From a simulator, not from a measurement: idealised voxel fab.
The following process module bears the name voxel wiring stack.
The cross-section shown here is cut; it is 260 nm wide and divided into square cells measuring 5 nm on a side.
We lay out every cross-section as a grid of square cells and spell it out in bands from the top down, where one band means one or more rows of cells. What a band's entry tells you: where the top is and where the bottom is, as heights in nm, and after that what lies inside, material by material from left to right, each with its width in nm. Empty space is written as the word "empty", and a single material marked with the word "full width" occupies the band from edge to edge. For the purposes of this specification, 0 denotes the height below which the wafer in its as-received condition is composed wholly of one material, and the lowermost band, lacking a lower limit, extends downward without end, as expressed in "z 0 and below". Width spec "30..40" -> top row of cells at first value, bottom row at second value, equal per-row change in between. What does "nothing got changed" mean for a step? It means no cell of the cross-section changed in that step. "closed voids" contains a list of empty spaces, each no smaller than 8 cells and without an open way to the top, written in the form width x height at distance with the distance from the left edge and all three in nm. Whatever follows a step's settings on its line is a remark the simulator itself makes about that step. overlay nm: where the mask lay relative to plan, measured to the right, on steps with a mask; negatives go left.
The process steps that were planned are listed below
1: RECEIVE [material Si]
2: CONFORMAL_DEP [material SiO2] [thk nm 15]
3: DIRECTIONAL_DEP [material TiN] [thk nm 5]
4: DIRECTIONAL_DEP [material Ru] [thk nm 15]
5: PATTERN [tone cover] [mask id METAL_1] [material resist] [width nm 20] [pitch nm 45] [thk nm 20] [overlay nm 0]
6: DIRECTIONAL_ETCH [etch materials Ru] [depth nm 15]
7: DIRECTIONAL_ETCH [etch materials TiN] [depth nm 5]
8: STRIP [etch materials resist]
9: CONFORMAL_DEP [material SiN] [thk nm 5]
10: FILL_DEP [material SiO2] [thk nm 10]
11: CMP [height nm 35]
12: CONFORMAL_DEP [material SiCN] [thk nm 5]
13: DIRECTIONAL_DEP [material SiO2] [thk nm 30]
14: MASKED_ETCH [tone open] [mask id METAL_2_HOLES] [width nm 15] [pitch nm 45] [etch materials SiO2] [depth nm 30] [overlay nm 0]
15: MASKED_ETCH [tone open] [mask id METAL_2] [width nm 20] [pitch nm 45] [etch materials SiO2] [depth nm 15] [overlay nm 0]
16: MASKED_ETCH [tone open] [mask id METAL_2] [width nm 20] [pitch nm 45] [etch materials SiCN] [depth nm 5] [overlay nm 0]
17: CONFORMAL_DEP [material TiN] [thk nm 5]
18: FILL_DEP [material Ru] [thk nm 10]
19: CMP [height nm 70]
20: CONFORMAL_DEP [material SiCN] [thk nm 5]
Wafer at receipt (post step 1), cross-section
- z 0 and below: Si full width
- closed voids: none
Cross-section taken at module completion on the first of two wafers; processed per the plan
- z 75 to 70: SiCN full width
- z 70 to 60: 50 SiO2; 5 TiN; 10 Ru; 5 TiN; 25 SiO2; 5 TiN; 10 Ru; 5 TiN; 25 SiO2; 5 TiN; 10 Ru; 5 TiN; 25 SiO2; 5 TiN; 10 Ru; 5 TiN; 55 SiO2
- z 60 to 55: 50 SiO2; 5 TiN; 5 Ru; 10 TiN; 25 SiO2; 5 TiN; 5 Ru; 10 TiN; 25 SiO2; 5 TiN; 5 Ru; 10 TiN; 25 SiO2; 5 TiN; 5 Ru; 10 TiN; 55 SiO2
- z 55 to 40: 50 SiO2; 5 TiN; 5 Ru; 5 TiN; 30 SiO2; 5 TiN; 5 Ru; 5 TiN; 30 SiO2; 5 TiN; 5 Ru; 5 TiN; 30 SiO2; 5 TiN; 5 Ru; 5 TiN; 60 SiO2
- z 40 to 35: 50 SiCN; 15 TiN; 30 SiCN; 15 TiN; 30 SiCN; 15 TiN; 30 SiCN; 15 TiN; 60 SiCN
- z 35 to 20: 45 SiO2; 5 SiN; 20 Ru; 5 SiN; 15 SiO2; 5 SiN; 20 Ru; 5 SiN; 15 SiO2; 5 SiN; 20 Ru; 5 SiN; 15 SiO2; 5 SiN; 20 Ru; 5 SiN; 50 SiO2
- z 20 to 15: 50 SiN; 20 TiN; 25 SiN; 20 TiN; 25 SiN; 20 TiN; 25 SiN; 20 TiN; 55 SiN
- z 15 to 0: SiO2 full width
- z 0 and below: Si full width
- closed voids: none
Now the second wafer, cross-sectioned at the end of the module. Nothing different at the start, nothing different in the plan compared with the first, just one mistake when it was actually run
- z 75 to 70: SiCN full width
- z 70 to 60: 45 SiO2; 5 TiN; 10 Ru; 5 TiN; 25 SiO2; 5 TiN; 10 Ru; 5 TiN; 25 SiO2; 5 TiN; 10 Ru; 5 TiN; 25 SiO2; 5 TiN; 10 Ru; 5 TiN; 60 SiO2
- z 60 to 55: 45 SiO2; 10 TiN; 5 Ru; 5 TiN; 25 SiO2; 10 TiN; 5 Ru; 5 TiN; 25 SiO2; 10 TiN; 5 Ru; 5 TiN; 25 SiO2; 10 TiN; 5 Ru; 5 TiN; 60 SiO2
- z 55 to 40: 50 SiO2; 5 TiN; 5 Ru; 5 TiN; 30 SiO2; 5 TiN; 5 Ru; 5 TiN; 30 SiO2; 5 TiN; 5 Ru; 5 TiN; 30 SiO2; 5 TiN; 5 Ru; 5 TiN; 60 SiO2
- z 40 to 35: 50 SiCN; 15 TiN; 30 SiCN; 15 TiN; 30 SiCN; 15 TiN; 30 SiCN; 15 TiN; 60 SiCN
- z 35 to 20: 45 SiO2; 5 SiN; 20 Ru; 5 SiN; 15 SiO2; 5 SiN; 20 Ru; 5 SiN; 15 SiO2; 5 SiN; 20 Ru; 5 SiN; 15 SiO2; 5 SiN; 20 Ru; 5 SiN; 50 SiO2
- z 20 to 15: 50 SiN; 20 TiN; 25 SiN; 20 TiN; 25 SiN; 20 TiN; 25 SiN; 20 TiN; 55 SiN
- z 15 to 0: SiO2 full width
- z 0 and below: Si full width
- closed voids: none
Where did the run depart from the plan? step 15 went in with a setting other than planned; the actual run was MASKED_ETCH [tone open] [mask id METAL_2] [width nm 20] [pitch nm 45] [etch materials SiO2] [depth nm 15] [overlay nm -5]
The concluding comparison shows that, measured in cells, each material is equally abundant on both wafers, albeit at different positions.
